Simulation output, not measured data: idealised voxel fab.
process module | voxel wiring stack
cross-section cut | 215 nm wide | cells 5 nm
A cross-section is a grid of square cells, given in bands from the top down. A band is one or more rows of cells.
Each band's line starts with the height of the band's top and of its bottom, in nm. Then come its materials from left to right, each with its width in nm. One material with "throughout" fills the band from edge to edge. "air" is empty space.
Height 0 is the level under which the wafer as received is all one material. The lowest band goes on downwards, as in "0 down".
A width such as "30 to 40" changes by the same amount from each row of cells to the next, from the band's top row to its bottom row.
"no change" after a step means that no cell of the cross-section changed.
closed voids: empty space of 8 cells or more with no open way to the top, each as width x height at its distance from the left edge, in nm
after a step's settings: what the simulator itself notes on the step
overlay nm, on a step with a mask: how far to the right of its planned place the mask lay; to the left if negative
plan
1 op RECEIVE | material Si
2 op CONFORMAL_DEP | material SiO2 | thk nm 15
3 op DIRECTIONAL_DEP | material TiN | thk nm 5
4 op DIRECTIONAL_DEP | material Ru | thk nm 20
5 op MASKED_ETCH | tone cover | mask id METAL_1 | width nm 25 | pitch nm 55 | etch materials Ru | depth nm 20 | overlay nm 0
6 op MASKED_ETCH | tone cover | mask id METAL_1 | width nm 25 | pitch nm 55 | etch materials TiN | depth nm 5 | overlay nm 0
7 op CONFORMAL_DEP | material SiN | thk nm 5
8 op FILL_DEP | material lowk | thk nm 5
9 op CMP | height nm 40
10 op CONFORMAL_DEP | material SiCN | thk nm 5
11 op DIRECTIONAL_DEP | material SiO2 | thk nm 30
12 op PATTERN | tone open | mask id METAL_2 | material resist | width nm 25 | pitch nm 55 | thk nm 15 | overlay nm 0
13 op DIRECTIONAL_ETCH | etch materials SiO2 | depth nm 20
14 op STRIP | etch materials resist
15 op DIRECTIONAL_DEP | material aC | thk nm 15
16 op PATTERN | tone open | mask id METAL_2_HOLES | material resist | width nm 15 | pitch nm 55 | thk nm 30 | overlay nm 0
17 op DIRECTIONAL_ETCH | etch materials aC | depth nm 15
18 op STRIP | etch materials resist
19 op DIRECTIONAL_ETCH | etch materials SiO2 | depth nm 10
20 op DIRECTIONAL_ETCH | etch materials SiCN | depth nm 5
21 op STRIP | etch materials aC
22 op CONFORMAL_DEP | material TiN | thk nm 5
23 op FILL_DEP | material Cu | thk nm 10
24 op CMP | height nm 75
25 op CONFORMAL_DEP | material SiCN | thk nm 5
first wafer, as planned
as received, after step 1
  0 down: Si throughout
  closed voids: none
after step 2
  15 to 0: SiO2 throughout
  below 0: unchanged
after step 3
  20 to 15: TiN throughout
  below 15: unchanged
after step 4
  40 to 20: Ru throughout
  below 20: unchanged
after step 5
  40 to 20: air 40 | Ru 25 | air 30 | Ru 25 | air 30 | Ru 25 | air 40
  below 20: unchanged
after step 6
  40 to 20: air 40 | Ru 25 | air 30 | Ru 25 | air 30 | Ru 25 | air 40
  20 to 15: air 40 | TiN 25 | air 30 | TiN 25 | air 30 | TiN 25 | air 40
  below 15: unchanged
after step 7
  45 to 40: air 35 | SiN 35 | air 20 | SiN 35 | air 20 | SiN 35 | air 35
  40 to 20: air 35 | SiN 5 | Ru 25 | SiN 5 | air 20 | SiN 5 | Ru 25 | SiN 5 | air 20 | SiN 5 | Ru 25 | SiN 5 | air 35
  20 to 15: SiN 40 | TiN 25 | SiN 30 | TiN 25 | SiN 30 | TiN 25 | SiN 40
  below 15: unchanged
after step 8
  50 to 45: lowk throughout
  45 to 40: lowk 35 | SiN 35 | lowk 20 | SiN 35 | lowk 20 | SiN 35 | lowk 35
  40 to 20: lowk 35 | SiN 5 | Ru 25 | SiN 5 | lowk 20 | SiN 5 | Ru 25 | SiN 5 | lowk 20 | SiN 5 | Ru 25 | SiN 5 | lowk 35
  below 20: unchanged
after step 9
  40 to 20: lowk 35 | SiN 5 | Ru 25 | SiN 5 | lowk 20 | SiN 5 | Ru 25 | SiN 5 | lowk 20 | SiN 5 | Ru 25 | SiN 5 | lowk 35
  below 20: unchanged
after step 10
  45 to 40: SiCN throughout
  below 40: unchanged
after step 11
  75 to 45: SiO2 throughout
  below 45: unchanged
after step 12
  90 to 75: resist 40 | air 25 | resist 30 | air 25 | resist 30 | air 25 | resist 40
  below 75: unchanged
after step 13
  90 to 75: resist 40 | air 25 | resist 30 | air 25 | resist 30 | air 25 | resist 40
  75 to 55: SiO2 40 | air 25 | SiO2 30 | air 25 | SiO2 30 | air 25 | SiO2 40
  below 55: unchanged
after step 14
  75 to 55: SiO2 40 | air 25 | SiO2 30 | air 25 | SiO2 30 | air 25 | SiO2 40
  below 55: unchanged
after step 15
  90 to 75: aC 40 | air 25 | aC 30 | air 25 | aC 30 | air 25 | aC 40
  75 to 70: SiO2 40 | air 25 | SiO2 30 | air 25 | SiO2 30 | air 25 | SiO2 40
  70 to 55: SiO2 40 | aC 25 | SiO2 30 | aC 25 | SiO2 30 | aC 25 | SiO2 40
  below 55: unchanged
after step 16
  120 to 90: resist 40 | air 15 | resist 40 | air 15 | resist 40 | air 15 | resist 50
  90 to 75: aC 40 | air 15 | resist 10 | aC 30 | air 15 | resist 10 | aC 30 | air 15 | resist 10 | aC 40
  75 to 70: SiO2 40 | air 15 | resist 10 | SiO2 30 | air 15 | resist 10 | SiO2 30 | air 15 | resist 10 | SiO2 40
  below 70: unchanged
after step 17
  105 to 90: resist 40 | air 15 | resist 40 | air 15 | resist 40 | air 15 | resist 50
  90 to 75: aC 40 | air 15 | resist 10 | aC 30 | air 15 | resist 10 | aC 30 | air 15 | resist 10 | aC 40
  75 to 70: SiO2 40 | air 15 | resist 10 | SiO2 30 | air 15 | resist 10 | SiO2 30 | air 15 | resist 10 | SiO2 40
  70 to 55: SiO2 40 | air 15 | aC 10 | SiO2 30 | air 15 | aC 10 | SiO2 30 | air 15 | aC 10 | SiO2 40
  below 55: unchanged
after step 18
  90 to 75: aC 40 | air 25 | aC 30 | air 25 | aC 30 | air 25 | aC 40
  75 to 70: SiO2 40 | air 25 | SiO2 30 | air 25 | SiO2 30 | air 25 | SiO2 40
  below 70: unchanged
after step 19
  90 to 75: aC 40 | air 25 | aC 30 | air 25 | aC 30 | air 25 | aC 40
  75 to 70: SiO2 40 | air 25 | SiO2 30 | air 25 | SiO2 30 | air 25 | SiO2 40
  70 to 55: SiO2 40 | air 15 | aC 10 | SiO2 30 | air 15 | aC 10 | SiO2 30 | air 15 | aC 10 | SiO2 40
  55 to 45: SiO2 40 | air 15 | SiO2 40 | air 15 | SiO2 40 | air 15 | SiO2 50
  below 45: unchanged
after step 20
  90 to 75: aC 40 | air 25 | aC 30 | air 25 | aC 30 | air 25 | aC 40
  75 to 70: SiO2 40 | air 25 | SiO2 30 | air 25 | SiO2 30 | air 25 | SiO2 40
  70 to 55: SiO2 40 | air 15 | aC 10 | SiO2 30 | air 15 | aC 10 | SiO2 30 | air 15 | aC 10 | SiO2 40
  55 to 45: SiO2 40 | air 15 | SiO2 40 | air 15 | SiO2 40 | air 15 | SiO2 50
  45 to 40: SiCN 40 | air 15 | SiCN 40 | air 15 | SiCN 40 | air 15 | SiCN 50
  below 40: unchanged
after step 21
  75 to 55: SiO2 40 | air 25 | SiO2 30 | air 25 | SiO2 30 | air 25 | SiO2 40
  below 55: unchanged
after step 22
  80 to 75: TiN 45 | air 15 | TiN 40 | air 15 | TiN 40 | air 15 | TiN 45
  75 to 60: SiO2 40 | TiN 5 | air 15 | TiN 5 | SiO2 30 | TiN 5 | air 15 | TiN 5 | SiO2 30 | TiN 5 | air 15 | TiN 5 | SiO2 40
  60 to 55: SiO2 40 | TiN 5 | air 5 | TiN 15 | SiO2 30 | TiN 5 | air 5 | TiN 15 | SiO2 30 | TiN 5 | air 5 | TiN 15 | SiO2 40
  55 to 45: SiO2 40 | TiN 5 | air 5 | TiN 5 | SiO2 40 | TiN 5 | air 5 | TiN 5 | SiO2 40 | TiN 5 | air 5 | TiN 5 | SiO2 50
  45 to 40: SiCN 40 | TiN 15 | SiCN 40 | TiN 15 | SiCN 40 | TiN 15 | SiCN 50
  below 40: unchanged
after step 23
  90 to 80: Cu throughout
  80 to 75: TiN 45 | Cu 15 | TiN 40 | Cu 15 | TiN 40 | Cu 15 | TiN 45
  75 to 60: SiO2 40 | TiN 5 | Cu 15 | TiN 5 | SiO2 30 | TiN 5 | Cu 15 | TiN 5 | SiO2 30 | TiN 5 | Cu 15 | TiN 5 | SiO2 40
  60 to 55: SiO2 40 | TiN 5 | Cu 5 | TiN 15 | SiO2 30 | TiN 5 | Cu 5 | TiN 15 | SiO2 30 | TiN 5 | Cu 5 | TiN 15 | SiO2 40
  55 to 45: SiO2 40 | TiN 5 | Cu 5 | TiN 5 | SiO2 40 | TiN 5 | Cu 5 | TiN 5 | SiO2 40 | TiN 5 | Cu 5 | TiN 5 | SiO2 50
  below 45: unchanged
after step 24
  75 to 60: SiO2 40 | TiN 5 | Cu 15 | TiN 5 | SiO2 30 | TiN 5 | Cu 15 | TiN 5 | SiO2 30 | TiN 5 | Cu 15 | TiN 5 | SiO2 40
  below 60: unchanged
after step 25
  80 to 75: SiCN throughout
  below 75: unchanged
second wafer: like start, like plan, one mistake. Through step 4 it matches the first wafer
when step 5 should have ended
  40 to 20: air 45 | Ru 15 | air 40 | Ru 15 | air 40 | Ru 15 | air 45
  below 20: unchanged
when step 6 should have ended
  40 to 20: air 45 | Ru 15 | air 40 | Ru 15 | air 40 | Ru 15 | air 45
  20 to 15: air 40 | TiN 25 | air 30 | TiN 25 | air 30 | TiN 25 | air 40
  below 15: unchanged
when step 7 should have ended
  45 to 40: air 40 | SiN 25 | air 30 | SiN 25 | air 30 | SiN 25 | air 40
  40 to 25: air 40 | SiN 5 | Ru 15 | SiN 5 | air 30 | SiN 5 | Ru 15 | SiN 5 | air 30 | SiN 5 | Ru 15 | SiN 5 | air 40
  25 to 20: air 35 | SiN 10 | Ru 15 | SiN 10 | air 20 | SiN 10 | Ru 15 | SiN 10 | air 20 | SiN 10 | Ru 15 | SiN 10 | air 35
  20 to 15: SiN 40 | TiN 25 | SiN 30 | TiN 25 | SiN 30 | TiN 25 | SiN 40
  below 15: unchanged
when step 8 should have ended
  50 to 45: lowk throughout
  45 to 40: lowk 40 | SiN 25 | lowk 30 | SiN 25 | lowk 30 | SiN 25 | lowk 40
  40 to 25: lowk 40 | SiN 5 | Ru 15 | SiN 5 | lowk 30 | SiN 5 | Ru 15 | SiN 5 | lowk 30 | SiN 5 | Ru 15 | SiN 5 | lowk 40
  25 to 20: lowk 35 | SiN 10 | Ru 15 | SiN 10 | lowk 20 | SiN 10 | Ru 15 | SiN 10 | lowk 20 | SiN 10 | Ru 15 | SiN 10 | lowk 35
  below 20: unchanged
when step 9 should have ended
  40 to 25: lowk 40 | SiN 5 | Ru 15 | SiN 5 | lowk 30 | SiN 5 | Ru 15 | SiN 5 | lowk 30 | SiN 5 | Ru 15 | SiN 5 | lowk 40
  below 25: unchanged
when step 10 should have ended
  45 to 40: SiCN throughout
  below 40: unchanged
when step 11 should have ended
  75 to 45: SiO2 throughout
  below 45: unchanged
when step 12 should have ended
  90 to 75: resist 40 | air 25 | resist 30 | air 25 | resist 30 | air 25 | resist 40
  below 75: unchanged
when step 13 should have ended
  90 to 75: resist 40 | air 25 | resist 30 | air 25 | resist 30 | air 25 | resist 40
  75 to 55: SiO2 40 | air 25 | SiO2 30 | air 25 | SiO2 30 | air 25 | SiO2 40
  below 55: unchanged
when step 14 should have ended
  75 to 55: SiO2 40 | air 25 | SiO2 30 | air 25 | SiO2 30 | air 25 | SiO2 40
  below 55: unchanged
when step 15 should have ended
  90 to 75: aC 40 | air 25 | aC 30 | air 25 | aC 30 | air 25 | aC 40
  75 to 70: SiO2 40 | air 25 | SiO2 30 | air 25 | SiO2 30 | air 25 | SiO2 40
  70 to 55: SiO2 40 | aC 25 | SiO2 30 | aC 25 | SiO2 30 | aC 25 | SiO2 40
  below 55: unchanged
when step 16 should have ended
  120 to 90: resist 40 | air 15 | resist 40 | air 15 | resist 40 | air 15 | resist 50
  90 to 75: aC 40 | air 15 | resist 10 | aC 30 | air 15 | resist 10 | aC 30 | air 15 | resist 10 | aC 40
  75 to 70: SiO2 40 | air 15 | resist 10 | SiO2 30 | air 15 | resist 10 | SiO2 30 | air 15 | resist 10 | SiO2 40
  below 70: unchanged
when step 17 should have ended
  105 to 90: resist 40 | air 15 | resist 40 | air 15 | resist 40 | air 15 | resist 50
  90 to 75: aC 40 | air 15 | resist 10 | aC 30 | air 15 | resist 10 | aC 30 | air 15 | resist 10 | aC 40
  75 to 70: SiO2 40 | air 15 | resist 10 | SiO2 30 | air 15 | resist 10 | SiO2 30 | air 15 | resist 10 | SiO2 40
  70 to 55: SiO2 40 | air 15 | aC 10 | SiO2 30 | air 15 | aC 10 | SiO2 30 | air 15 | aC 10 | SiO2 40
  below 55: unchanged
when step 18 should have ended
  90 to 75: aC 40 | air 25 | aC 30 | air 25 | aC 30 | air 25 | aC 40
  75 to 70: SiO2 40 | air 25 | SiO2 30 | air 25 | SiO2 30 | air 25 | SiO2 40
  below 70: unchanged
when step 19 should have ended
  90 to 75: aC 40 | air 25 | aC 30 | air 25 | aC 30 | air 25 | aC 40
  75 to 70: SiO2 40 | air 25 | SiO2 30 | air 25 | SiO2 30 | air 25 | SiO2 40
  70 to 55: SiO2 40 | air 15 | aC 10 | SiO2 30 | air 15 | aC 10 | SiO2 30 | air 15 | aC 10 | SiO2 40
  55 to 45: SiO2 40 | air 15 | SiO2 40 | air 15 | SiO2 40 | air 15 | SiO2 50
  below 45: unchanged
when step 20 should have ended
  90 to 75: aC 40 | air 25 | aC 30 | air 25 | aC 30 | air 25 | aC 40
  75 to 70: SiO2 40 | air 25 | SiO2 30 | air 25 | SiO2 30 | air 25 | SiO2 40
  70 to 55: SiO2 40 | air 15 | aC 10 | SiO2 30 | air 15 | aC 10 | SiO2 30 | air 15 | aC 10 | SiO2 40
  55 to 45: SiO2 40 | air 15 | SiO2 40 | air 15 | SiO2 40 | air 15 | SiO2 50
  45 to 40: SiCN 40 | air 15 | SiCN 40 | air 15 | SiCN 40 | air 15 | SiCN 50
  below 40: unchanged
when step 21 should have ended
  75 to 55: SiO2 40 | air 25 | SiO2 30 | air 25 | SiO2 30 | air 25 | SiO2 40
  below 55: unchanged
when step 22 should have ended
  80 to 75: TiN 45 | air 15 | TiN 40 | air 15 | TiN 40 | air 15 | TiN 45
  75 to 60: SiO2 40 | TiN 5 | air 15 | TiN 5 | SiO2 30 | TiN 5 | air 15 | TiN 5 | SiO2 30 | TiN 5 | air 15 | TiN 5 | SiO2 40
  60 to 55: SiO2 40 | TiN 5 | air 5 | TiN 15 | SiO2 30 | TiN 5 | air 5 | TiN 15 | SiO2 30 | TiN 5 | air 5 | TiN 15 | SiO2 40
  55 to 45: SiO2 40 | TiN 5 | air 5 | TiN 5 | SiO2 40 | TiN 5 | air 5 | TiN 5 | SiO2 40 | TiN 5 | air 5 | TiN 5 | SiO2 50
  45 to 40: SiCN 40 | TiN 15 | SiCN 40 | TiN 15 | SiCN 40 | TiN 15 | SiCN 50
  below 40: unchanged
when step 23 should have ended
  90 to 80: Cu throughout
  80 to 75: TiN 45 | Cu 15 | TiN 40 | Cu 15 | TiN 40 | Cu 15 | TiN 45
  75 to 60: SiO2 40 | TiN 5 | Cu 15 | TiN 5 | SiO2 30 | TiN 5 | Cu 15 | TiN 5 | SiO2 30 | TiN 5 | Cu 15 | TiN 5 | SiO2 40
  60 to 55: SiO2 40 | TiN 5 | Cu 5 | TiN 15 | SiO2 30 | TiN 5 | Cu 5 | TiN 15 | SiO2 30 | TiN 5 | Cu 5 | TiN 15 | SiO2 40
  55 to 45: SiO2 40 | TiN 5 | Cu 5 | TiN 5 | SiO2 40 | TiN 5 | Cu 5 | TiN 5 | SiO2 40 | TiN 5 | Cu 5 | TiN 5 | SiO2 50
  below 45: unchanged
when step 24 should have ended
  75 to 60: SiO2 40 | TiN 5 | Cu 15 | TiN 5 | SiO2 30 | TiN 5 | Cu 15 | TiN 5 | SiO2 30 | TiN 5 | Cu 15 | TiN 5 | SiO2 40
  below 60: unchanged
when step 25 should have ended
  80 to 75: SiCN throughout
  below 75: unchanged
what went wrong: step 5 ran as: op MASKED_ETCH | tone cover | mask id METAL_1 | width nm 15 | pitch nm 55 | etch materials Ru | depth nm 20 | overlay nm 0
at the end the second wafer has, in cells: 24 fewer of Ru | 6 more of SiN | 18 more of lowk
